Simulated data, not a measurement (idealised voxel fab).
Name of the process module below: voxel air gaps
Section cut is 270 nm wide and gridded with 5 nm square cells.
In what follows, cross-sections appear as grids of square cells, described through bands that run from the top down, where every band is one or more rows of cells.
Quick guide to a band line: top height, bottom height (nm) up front; then every material left to right with its width in nm. Only one material and it's marked "edge to edge"? Then it fills the band edge to edge. And "blank" just means empty space.
For the purposes of this specification, 0 denotes the height below which the wafer in its as-received condition is composed wholly of one material, and the lowermost band, lacking a lower limit, extends downward without end, as expressed in "0 -> down".
Per-row width for "30->40": begins at first number (top row of band), ends at second number (bottom row), increment between rows held constant.
A step reported as "remains unaltered" is a step in which no cell of the cross-section changed.
So "Voids, enclosed" is basically the list of trapped voids: any empty space of 8 cells or more that can't reach the top through an opening. They're written width x height at distance, the distance being from the left edge, and it's all nm.
It should be noted that, on the line of a given step, the content following the step's settings is a remark produced by the simulator itself with respect to that step.
For masked steps, "overlay nm" on the step line gives how far right of plan the mask actually lay; a minus sign means it lay to the left.
plan
| 1 | RECEIVE [material Si] |
| 2 | CONFORMAL_DEP [material SiO2] [thk nm 10] |
| 3 | CONFORMAL_DEP [material SiCN] [thk nm 5] |
| 4 | DIRECTIONAL_DEP [material lowk] [thk nm 40] |
| 5 | DIRECTIONAL_DEP [material aC] [thk nm 15] |
| 6 | PATTERN [tone open] [mask id LINES] [material resist] [width nm 15] [pitch nm 40] [thk nm 35] [overlay nm 0] |
| 7 | DIRECTIONAL_ETCH [etch materials aC] [depth nm 15] |
| 8 | STRIP [etch materials resist] |
| 9 | DIRECTIONAL_ETCH [etch materials lowk] [depth nm 40] |
| 10 | STRIP [etch materials aC] |
| 11 | CONFORMAL_DEP [material TiN] [thk nm 5] |
| 12 | FILL_DEP [material W] [thk nm 10] |
| 13 | CMP [height nm 55] |
| 14 | EPI [material Ru] [thk nm 10] |
| 15 | SELECTIVE_ETCH [etch materials lowk] [depth nm 50] |
| 16 | CONFORMAL_DEP [material SiCN] [thk nm 5] |
Incoming wafer, cross-sectional view, post step 1
* 0 -> down: Si edge to edge
* Voids, enclosed: none
This is how the wafer looks in cross-section once the module is done, given the starting state and plan above and one mistake in carrying the plan out
* 70 -> 65: SiCN edge to edge
* 65 -> 55: Ru edge to edge
* 55 -> 20: 80 W / 5 TiN / 15 lowk / 5 TiN / 15 W / 5 TiN / 15 lowk / 5 TiN / 15 W / 5 TiN / 15 lowk / 5 TiN / 85 W
* 20 -> 15: 85 TiN / 15 lowk / 25 TiN / 15 lowk / 25 TiN / 15 lowk / 90 TiN
* 15 -> 10: SiCN edge to edge
* 10 -> 0: SiO2 edge to edge
* 0 -> down: Si edge to edge
* Voids, enclosed: none
Nonconformance to the process plan: note that step 6 departed from the planned setting and was carried out as PATTERN [tone cover] [mask id LINES] [material resist] [width nm 15] [pitch nm 40] [thk nm 35] [overlay nm 0]
